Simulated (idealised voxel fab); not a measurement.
process module | voxel trench capacitor
Section cut is 165 nm wide and gridded with 5 nm square cells.
We lay out every cross-section as a grid of square cells and spell it out in bands from the top down, where one band means one or more rows of cells. Band: top height; bottom height; in nm. Then, left to right: material with width in nm, for each material. "everywhere": a single material spanning edge to edge. "blank": empty space. A quick word on heights: they are counted from 0, and under that level the wafer as it came to us is one material throughout. The lowest band is different from the rest in having no bottom; it simply continues downward, written as in "0 nm and below". Width "30->40": first value at the band's top row of cells, second value at its bottom row, equal change from row to row. The designation "identical to before", where it is given for a processing step, indicates that no cell of the cross-section was altered in the course of that step. For the entry "Enclosed internal voids", the listed items are empty spaces with no open way to the top whose size is 8 cells or more; each item follows the pattern width x height at distance, where distance is from the left edge and all three are in nm. Where a step's line continues beyond its settings, the continuation is a remark by the simulator itself on that step. You can add "overlay nm" to a step's line. For a step with a mask, it describes how far the mask lay to the right of its planned position, and a negative number describes a lay to the left.
# Listed below are the process steps as planned
- 1: RECEIVE, material Si
- 2: CONFORMAL_DEP, material SiN, thk nm 5
- 3: DIRECTIONAL_DEP, material aC, thk nm 15
- 4: PATTERN, tone open, mask id TRENCH, material resist, width nm 15, pitch nm 40, thk nm 35, overlay nm 0
- 5: DIRECTIONAL_ETCH, etch materials aC, depth nm 15
- 6: STRIP, etch materials resist
- 7: DIRECTIONAL_ETCH, etch materials SiN, depth nm 5
- 8: DIRECTIONAL_ETCH, etch materials Si, depth nm 40
- 9: STRIP, etch materials aC
- 10: CONFORMAL_DEP, material Al2O3, thk nm 5
- 11: FILL_DEP, material polySi, thk nm 5
- 12: CMP, height nm 5
# What follows covers the first of two wafers; it ran as planned
# Shown in cross-section is the wafer as received, that is, as it stands after step 1
  0 nm and below  Si everywhere
  Enclosed internal voids: none
# Step 2 complete: cross-section through the wafer
  5 nm to 0 nm  SiN everywhere
  Rest of section, below 0: as before.
# Step 3 complete: cross-section through the wafer
  20 nm to 5 nm  aC everywhere
  Rest of section, below 5: as before.
# Step 4 complete: cross-section through the wafer
  55 nm to 20 nm  35 nm resist  15 nm blank  25 nm resist  15 nm blank  25 nm resist  15 nm blank  35 nm resist
  Rest of section, below 20: as before.
# Step 5 complete: cross-section through the wafer
  40 nm to 20 nm  35 nm resist  15 nm blank  25 nm resist  15 nm blank  25 nm resist  15 nm blank  35 nm resist
  20 nm to 5 nm  35 nm aC  15 nm blank  25 nm aC  15 nm blank  25 nm aC  15 nm blank  35 nm aC
  Rest of section, below 5: as before.
# Step 6 complete: cross-section through the wafer
  20 nm to 5 nm  35 nm aC  15 nm blank  25 nm aC  15 nm blank  25 nm aC  15 nm blank  35 nm aC
  Rest of section, below 5: as before.
# Step 7 complete: cross-section through the wafer
  20 nm to 5 nm  35 nm aC  15 nm blank  25 nm aC  15 nm blank  25 nm aC  15 nm blank  35 nm aC
  5 nm to 0 nm  35 nm SiN  15 nm blank  25 nm SiN  15 nm blank  25 nm SiN  15 nm blank  35 nm SiN
  Rest of section, below 0: as before.
# Step 8 complete: cross-section through the wafer
  20 nm to 5 nm  35 nm aC  15 nm blank  25 nm aC  15 nm blank  25 nm aC  15 nm blank  35 nm aC
  5 nm to 0 nm  35 nm SiN  15 nm blank  25 nm SiN  15 nm blank  25 nm SiN  15 nm blank  35 nm SiN
  0 nm to -40 nm  35 nm Si  15 nm blank  25 nm Si  15 nm blank  25 nm Si  15 nm blank  35 nm Si
  Rest of section, below -40: as before.
# Step 9 complete: cross-section through the wafer
  5 nm to 0 nm  35 nm SiN  15 nm blank  25 nm SiN  15 nm blank  25 nm SiN  15 nm blank  35 nm SiN
  Rest of section, below 0: as before.
# Step 10 complete: cross-section through the wafer
  10 nm to 5 nm  40 nm Al2O3  5 nm blank  35 nm Al2O3  5 nm blank  35 nm Al2O3  5 nm blank  40 nm Al2O3
  5 nm to 0 nm  35 nm SiN  5 nm Al2O3  5 nm blank  5 nm Al2O3  25 nm SiN  5 nm Al2O3  5 nm blank  5 nm Al2O3  25 nm SiN  5 nm Al2O3  5 nm blank  5 nm Al2O3  35 nm SiN
  0 nm to -35 nm  35 nm Si  5 nm Al2O3  5 nm blank  5 nm Al2O3  25 nm Si  5 nm Al2O3  5 nm blank  5 nm Al2O3  25 nm Si  5 nm Al2O3  5 nm blank  5 nm Al2O3  35 nm Si
  -35 nm to -40 nm  35 nm Si  15 nm Al2O3  25 nm Si  15 nm Al2O3  25 nm Si  15 nm Al2O3  35 nm Si
  Rest of section, below -40: as before.
# Step 11 complete: cross-section through the wafer
  15 nm to 10 nm  polySi everywhere
  10 nm to 5 nm  40 nm Al2O3  5 nm polySi  35 nm Al2O3  5 nm polySi  35 nm Al2O3  5 nm polySi  40 nm Al2O3
  5 nm to 0 nm  35 nm SiN  5 nm Al2O3  5 nm polySi  5 nm Al2O3  25 nm SiN  5 nm Al2O3  5 nm polySi  5 nm Al2O3  25 nm SiN  5 nm Al2O3  5 nm polySi  5 nm Al2O3  35 nm SiN
  0 nm to -35 nm  35 nm Si  5 nm Al2O3  5 nm polySi  5 nm Al2O3  25 nm Si  5 nm Al2O3  5 nm polySi  5 nm Al2O3  25 nm Si  5 nm Al2O3  5 nm polySi  5 nm Al2O3  35 nm Si
  Rest of section, below -35: as before.
# Step 12 complete: cross-section through the wafer
  5 nm to 0 nm  35 nm SiN  5 nm Al2O3  5 nm polySi  5 nm Al2O3  25 nm SiN  5 nm Al2O3  5 nm polySi  5 nm Al2O3  25 nm SiN  5 nm Al2O3  5 nm polySi  5 nm Al2O3  35 nm SiN
  Rest of section, below 0: as before.
# Second wafer. Start and plan as for the first. One mistake made in running. Agrees with the first up to and including step 3
# Second wafer shown in cross-section at the time step 4 was slated to end
  55 nm to 20 nm  40 nm resist  15 nm blank  25 nm resist  15 nm blank  25 nm resist  15 nm blank  30 nm resist
  Rest of section, below 20: as before.
# Second wafer shown in cross-section at the time step 5 was slated to end
  40 nm to 20 nm  40 nm resist  15 nm blank  25 nm resist  15 nm blank  25 nm resist  15 nm blank  30 nm resist
  20 nm to 5 nm  40 nm aC  15 nm blank  25 nm aC  15 nm blank  25 nm aC  15 nm blank  30 nm aC
  Rest of section, below 5: as before.
# Second wafer shown in cross-section at the time step 6 was slated to end
  20 nm to 5 nm  40 nm aC  15 nm blank  25 nm aC  15 nm blank  25 nm aC  15 nm blank  30 nm aC
  Rest of section, below 5: as before.
# Second wafer shown in cross-section at the time step 7 was slated to end
  20 nm to 5 nm  40 nm aC  15 nm blank  25 nm aC  15 nm blank  25 nm aC  15 nm blank  30 nm aC
  5 nm to 0 nm  40 nm SiN  15 nm blank  25 nm SiN  15 nm blank  25 nm SiN  15 nm blank  30 nm SiN
  Rest of section, below 0: as before.
# Second wafer shown in cross-section at the time step 8 was slated to end
  20 nm to 5 nm  40 nm aC  15 nm blank  25 nm aC  15 nm blank  25 nm aC  15 nm blank  30 nm aC
  5 nm to 0 nm  40 nm SiN  15 nm blank  25 nm SiN  15 nm blank  25 nm SiN  15 nm blank  30 nm SiN
  0 nm to -40 nm  40 nm Si  15 nm blank  25 nm Si  15 nm blank  25 nm Si  15 nm blank  30 nm Si
  Rest of section, below -40: as before.
# Second wafer shown in cross-section at the time step 9 was slated to end
  5 nm to 0 nm  40 nm SiN  15 nm blank  25 nm SiN  15 nm blank  25 nm SiN  15 nm blank  30 nm SiN
  Rest of section, below 0: as before.
# Second wafer shown in cross-section at the time step 10 was slated to end
  10 nm to 5 nm  45 nm Al2O3  5 nm blank  35 nm Al2O3  5 nm blank  35 nm Al2O3  5 nm blank  35 nm Al2O3
  5 nm to 0 nm  40 nm SiN  5 nm Al2O3  5 nm blank  5 nm Al2O3  25 nm SiN  5 nm Al2O3  5 nm blank  5 nm Al2O3  25 nm SiN  5 nm Al2O3  5 nm blank  5 nm Al2O3  30 nm SiN
  0 nm to -35 nm  40 nm Si  5 nm Al2O3  5 nm blank  5 nm Al2O3  25 nm Si  5 nm Al2O3  5 nm blank  5 nm Al2O3  25 nm Si  5 nm Al2O3  5 nm blank  5 nm Al2O3  30 nm Si
  -35 nm to -40 nm  40 nm Si  15 nm Al2O3  25 nm Si  15 nm Al2O3  25 nm Si  15 nm Al2O3  30 nm Si
  Rest of section, below -40: as before.
# Second wafer shown in cross-section at the time step 11 was slated to end
  15 nm to 10 nm  polySi everywhere
  10 nm to 5 nm  45 nm Al2O3  5 nm polySi  35 nm Al2O3  5 nm polySi  35 nm Al2O3  5 nm polySi  35 nm Al2O3
  5 nm to 0 nm  40 nm SiN  5 nm Al2O3  5 nm polySi  5 nm Al2O3  25 nm SiN  5 nm Al2O3  5 nm polySi  5 nm Al2O3  25 nm SiN  5 nm Al2O3  5 nm polySi  5 nm Al2O3  30 nm SiN
  0 nm to -35 nm  40 nm Si  5 nm Al2O3  5 nm polySi  5 nm Al2O3  25 nm Si  5 nm Al2O3  5 nm polySi  5 nm Al2O3  25 nm Si  5 nm Al2O3  5 nm polySi  5 nm Al2O3  30 nm Si
  Rest of section, below -35: as before.
# Second wafer shown in cross-section at the time step 12 was slated to end
  5 nm to 0 nm  40 nm SiN  5 nm Al2O3  5 nm polySi  5 nm Al2O3  25 nm SiN  5 nm Al2O3  5 nm polySi  5 nm Al2O3  25 nm SiN  5 nm Al2O3  5 nm polySi  5 nm Al2O3  30 nm SiN
  Rest of section, below 0: as before.
It is concluded that the wafer was processed incorrectly with respect to the plan, in that for step 4, the planned setting was not used; the step was instead run as PATTERN, tone open, mask id TRENCH, material resist, width nm 15, pitch nm 40, thk nm 35, overlay nm 5
At the end, each material covers as many cells on the second wafer as it does on the first, though the cells it covers are elsewhere.
